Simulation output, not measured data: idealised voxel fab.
voxel transistor to metal: a process module
235 nm wide, 5 nm square cells: that's cross-section cut.
Each cross-section below is a grid of square cells, stated as bands in top-down order, with one or more rows of cells making up each band. The entry gives the band's vertical extent as a top height and a bottom height in nm, then its horizontal make-up as materials from left to right, each with a width in nm. "air" stands for empty space; a single material marked "edge to edge" fills the band edge to edge. Counting heights begins at 0, where everything beneath is, in the wafer as received, one material. The lowest band has no bottom; it goes on downwards, as "0 down" shows. Width: "30->40" (first number = top row, second number = bottom row, same change from row to row of cells). "remains unaltered" for a step: no cell of the cross-section changed in that step. What "Fully enclosed voids" gives you is every empty space of 8 cells or more that is cut off from the top. Each appears as width x height at distance, with the distance taken from the left edge and width, height and distance all in nm. Read whatever lies past the settings on a step's line as the simulator's own remark about the step. overlay nm: mask right of planned place by this much (step with mask). Neg. = left.

## Listed below are the process steps as planned
| 1 | RECEIVE with material Si |
| 2 | OXIDIZE with depth nm 5 |
| 3 | CONFORMAL_DEP with material SiN, thk nm 15 |
| 4 | DIRECTIONAL_DEP with material aC, thk nm 15 |
| 5 | PATTERN with tone cover, mask id ACTIVE, material resist, width nm 85, pitch nm 105, thk nm 35, overlay nm 0 |
| 6 | DIRECTIONAL_ETCH with etch materials aC, depth nm 15 |
| 7 | STRIP with etch materials resist |
| 8 | DIRECTIONAL_ETCH with etch materials SiN, depth nm 15 |
| 9 | DIRECTIONAL_ETCH with etch materials SiO2, depth nm 5 |
| 10 | DIRECTIONAL_ETCH with etch materials Si, depth nm 30 |
| 11 | STRIP with etch materials aC |
| 12 | OXIDIZE with depth nm 5 |
| 13 | FILL_DEP with material SiO2, thk nm 15 |
| 14 | CMP with height nm 15 |
| 15 | SELECTIVE_ETCH with etch materials SiO2, depth nm 10 |
| 16 | STRIP with etch materials SiN |
| 17 | SELECTIVE_ETCH with etch materials SiO2, depth nm 5 |
| 18 | OXIDIZE with depth nm 5 |
| 19 | DIRECTIONAL_DEP with material polySi, thk nm 20 |
| 20 | DIRECTIONAL_DEP with material SiCN, thk nm 10 |
| 21 | DIRECTIONAL_DEP with material aC, thk nm 10 |
| 22 | PATTERN with tone cover, mask id GATE, material resist, width nm 15, pitch nm 105, thk nm 30, overlay nm 0 |
| 23 | DIRECTIONAL_ETCH with etch materials aC, depth nm 10 |
| 24 | STRIP with etch materials resist |
| 25 | DIRECTIONAL_ETCH with etch materials SiCN, depth nm 25 |
| 26 | DIRECTIONAL_ETCH with etch materials polySi, depth nm 30 |
| 27 | STRIP with etch materials aC |
| 28 | CONFORMAL_DEP with material SiO2, thk nm 5 |
| 29 | DIRECTIONAL_ETCH with etch materials SiO2, depth nm 5 |
| 30 | CONFORMAL_DEP with material SiN, thk nm 5 |
| 31 | DIRECTIONAL_ETCH with etch materials SiN, depth nm 5 |
| 32 | DIRECTIONAL_ETCH with etch materials SiO2, depth nm 5 |
| 33 | DIRECTIONAL_ETCH with etch materials Si, depth nm 5 |
| 34 | EPI with material SiGe, thk nm 5 |
| 35 | FILL_DEP with material SiO2, thk nm 5 |
| 36 | CMP with height nm 30 |
| 37 | DIRECTIONAL_DEP with material SiO2, thk nm 10 |
| 38 | PATTERN with tone open, mask id CONTACT, material resist, width nm 15, thk nm 15, overlay nm 0 |
| 39 | DIRECTIONAL_ETCH with etch materials SiO2, depth nm 50 |
| 40 | STRIP with etch materials resist |
| 41 | CONFORMAL_DEP with material TiN, thk nm 5 |
| 42 | FILL_DEP with material W, thk nm 10 |
| 43 | CMP with height nm 40 |
| 44 | DIRECTIONAL_DEP with material TiN, thk nm 5 |
| 45 | DIRECTIONAL_DEP with material W, thk nm 25 |
| 46 | MASKED_ETCH with tone cover, mask id METAL_1, width nm 15, etch materials W, depth nm 25, overlay nm 0 |
| 47 | MASKED_ETCH with tone cover, mask id METAL_1, width nm 15, etch materials TiN, depth nm 5, overlay nm 0 |
| 48 | FILL_DEP with material SiO2, thk nm 10 |
| 49 | CMP with height nm 70 |
| 50 | CONFORMAL_DEP with material SiCN, thk nm 5 |
| 51 | DIRECTIONAL_DEP with material SiO2, thk nm 30 |
| 52 | PATTERN with tone open, mask id METAL_2, material resist, width nm 15, pitch nm 105, thk nm 15, overlay nm 0 |
| 53 | DIRECTIONAL_ETCH with etch materials SiO2, depth nm 15 |
| 54 | STRIP with etch materials resist |
| 55 | PATTERN with tone open, mask id METAL_2_HOLES, material resist, width nm 15, pitch nm 105, thk nm 20, overlay nm 0 |
| 56 | DIRECTIONAL_ETCH with etch materials SiO2, depth nm 15 |
| 57 | DIRECTIONAL_ETCH with etch materials SiCN, depth nm 5 |
| 58 | STRIP with etch materials resist |
| 59 | CONFORMAL_DEP with material TiN, thk nm 5 |
| 60 | FILL_DEP with material Ru, thk nm 5 |
| 61 | CMP with height nm 105 |
| 62 | CONFORMAL_DEP with material SiCN, thk nm 5 |
Heads up: all these wafers start the same, and what changes between them is the thk nm in step 20. The value you see in the plan is just what the first wafer got.

## As-received state after step 1, first of several wafers, cross-section
	0 down: Si edge to edge
	Fully enclosed voids: none

## First of several wafers, sectioned at end of module (last step: step 62)
	110 to 105: SiCN edge to edge
	105 to 75: SiO2 25 | TiN 5 | Ru 5 | TiN 5 | SiO2 90 | TiN 5 | Ru 5 | TiN 5 | SiO2 90
	75 to 70: SiCN 25 | TiN 15 | SiCN 90 | TiN 15 | SiCN 90
	70 to 45: SiO2 25 | W 15 | SiO2 45 | W 15 | SiO2 30 | W 15 | SiO2 45 | W 15 | SiO2 30
	45 to 40: SiO2 25 | TiN 15 | SiO2 45 | TiN 15 | SiO2 30 | TiN 15 | SiO2 45 | TiN 15 | SiO2 30
	40 to 25: SiO2 25 | TiN 5 | W 5 | TiN 5 | SiO2 45 | TiN 5 | W 5 | TiN 5 | SiO2 30 | TiN 5 | W 5 | TiN 5 | SiO2 45 | TiN 5 | W 5 | TiN 5 | SiO2 30
	25 to 15: SiO2 25 | TiN 5 | W 5 | TiN 5 | SiO2 5 | SiN 5 | SiO2 5 | SiCN 15 | SiO2 5 | SiN 5 | SiO2 5 | TiN 5 | W 5 | TiN 5 | SiO2 30 | TiN 5 | W 5 | TiN 5 | SiO2 5 | SiN 5 | SiO2 5 | SiCN 15 | SiO2 5 | SiN 5 | SiO2 5 | TiN 5 | W 5 | TiN 5 | SiO2 30
	15 to 0: SiO2 25 | TiN 5 | W 5 | TiN 5 | SiO2 5 | SiN 5 | SiO2 5 | polySi 15 | SiO2 5 | SiN 5 | SiO2 5 | TiN 5 | W 5 | TiN 5 | SiO2 30 | TiN 5 | W 5 | TiN 5 | SiO2 5 | SiN 5 | SiO2 5 | polySi 15 | SiO2 5 | SiN 5 | SiO2 5 | TiN 5 | W 5 | TiN 5 | SiO2 30
	0 to -5: SiO2 20 | SiN 5 | TiN 5 | W 5 | TiN 5 | SiO2 5 | SiN 5 | SiO2 5 | polySi 15 | SiO2 5 | SiN 5 | SiO2 5 | TiN 5 | W 5 | TiN 5 | SiN 5 | SiO2 20 | SiN 5 | TiN 5 | W 5 | TiN 5 | SiO2 5 | SiN 5 | SiO2 5 | polySi 15 | SiO2 5 | SiN 5 | SiO2 5 | TiN 5 | W 5 | TiN 5 | SiN 5 | SiO2 25
	-5 to -10: SiO2 25 | TiN 15 | SiGe 5 | SiO2 35 | SiGe 5 | TiN 15 | SiO2 30 | TiN 15 | SiGe 5 | SiO2 35 | SiGe 5 | TiN 15 | SiO2 30
	-10 to -15: SiO2 25 | SiGe 20 | Si 35 | SiGe 20 | SiO2 30 | SiGe 20 | Si 35 | SiGe 20 | SiO2 30
	-15 to -40: SiO2 25 | Si 75 | SiO2 30 | Si 75 | SiO2 30
	-40 down: Si edge to edge
	Fully enclosed voids: none

## Final wafer cross-section at module end
	110 to 105: SiCN edge to edge
	105 to 75: SiO2 25 | TiN 5 | Ru 5 | TiN 5 | SiO2 90 | TiN 5 | Ru 5 | TiN 5 | SiO2 90
	75 to 70: SiCN 25 | TiN 15 | SiCN 90 | TiN 15 | SiCN 90
	70 to 45: SiO2 25 | W 15 | SiO2 45 | W 15 | SiO2 30 | W 15 | SiO2 45 | W 15 | SiO2 30
	45 to 40: SiO2 25 | TiN 15 | SiO2 45 | TiN 15 | SiO2 30 | TiN 15 | SiO2 45 | TiN 15 | SiO2 30
	40 to 30: SiO2 25 | TiN 5 | W 5 | TiN 5 | SiO2 45 | TiN 5 | W 5 | TiN 5 | SiO2 30 | TiN 5 | W 5 | TiN 5 | SiO2 45 | TiN 5 | W 5 | TiN 5 | SiO2 30
	30 to 25: SiO2 25 | TiN 5 | W 5 | TiN 5 | SiO2 5 | SiN 5 | SiO2 5 | SiCN 15 | SiO2 5 | SiN 5 | SiO2 5 | TiN 5 | W 5 | TiN 5 | SiO2 30 | TiN 5 | W 5 | TiN 5 | SiO2 5 | SiN 5 | SiO2 5 | SiCN 15 | SiO2 5 | SiN 5 | SiO2 5 | TiN 5 | W 5 | TiN 5 | SiO2 30
	25 to 20: SiCN 15 | SiO2 5 | SiN 5 | TiN 15 | SiO2 5 | SiN 5 | SiO2 5 | SiCN 15 | SiO2 5 | SiN 5 | SiO2 5 | TiN 15 | SiN 5 | SiO2 5 | SiCN 10 | SiO2 5 | SiN 5 | TiN 15 | SiO2 5 | SiN 5 | SiO2 5 | SiCN 15 | SiO2 5 | SiN 5 | SiO2 5 | TiN 15 | SiN 5 | SiO2 5 | SiCN 20
	20 to 15: polySi 15 | SiCN 95 | polySi 10 | SiCN 95 | polySi 20
	15 to 0: polySi edge to edge
	0 to -5: SiO2 15 | polySi 95 | SiO2 10 | polySi 95 | SiO2 20
	-5 to -10: SiO2 edge to edge
	-10 to -40: SiO2 25 | Si 75 | SiO2 30 | Si 75 | SiO2 30
	-40 down: Si edge to edge
	Fully enclosed voids: none

## Every row in this table is a wafer at the end of the module, and it gives, for each of the materials, the cells that wafer has gained (+) or lost (-) since it was received, then its closed voids
thk nm 10; +12 Ru; -212 Si; +100 SiCN; +20 SiGe; +28 SiN; +840 SiO2; +126 TiN; +96 W; +24 polySi; Fully enclosed voids: none
thk nm 15; +12 Ru; -212 Si; +106 SiCN; +20 SiGe; +32 SiN; +830 SiO2; +126 TiN; +96 W; +24 polySi; Fully enclosed voids: none
thk nm 20; +12 Ru; -212 Si; +106 SiCN; +20 SiGe; +32 SiN; +830 SiO2; +126 TiN; +96 W; +24 polySi; Fully enclosed voids: none
thk nm 25; +12 Ru; -212 Si; +106 SiCN; +20 SiGe; +32 SiN; +830 SiO2; +126 TiN; +96 W; +24 polySi; Fully enclosed voids: none
thk nm 30; +12 Ru; -196 Si; +147 SiCN; +12 SiN; +721 SiO2; +78 TiN; +72 W; +188 polySi; Fully enclosed voids: none
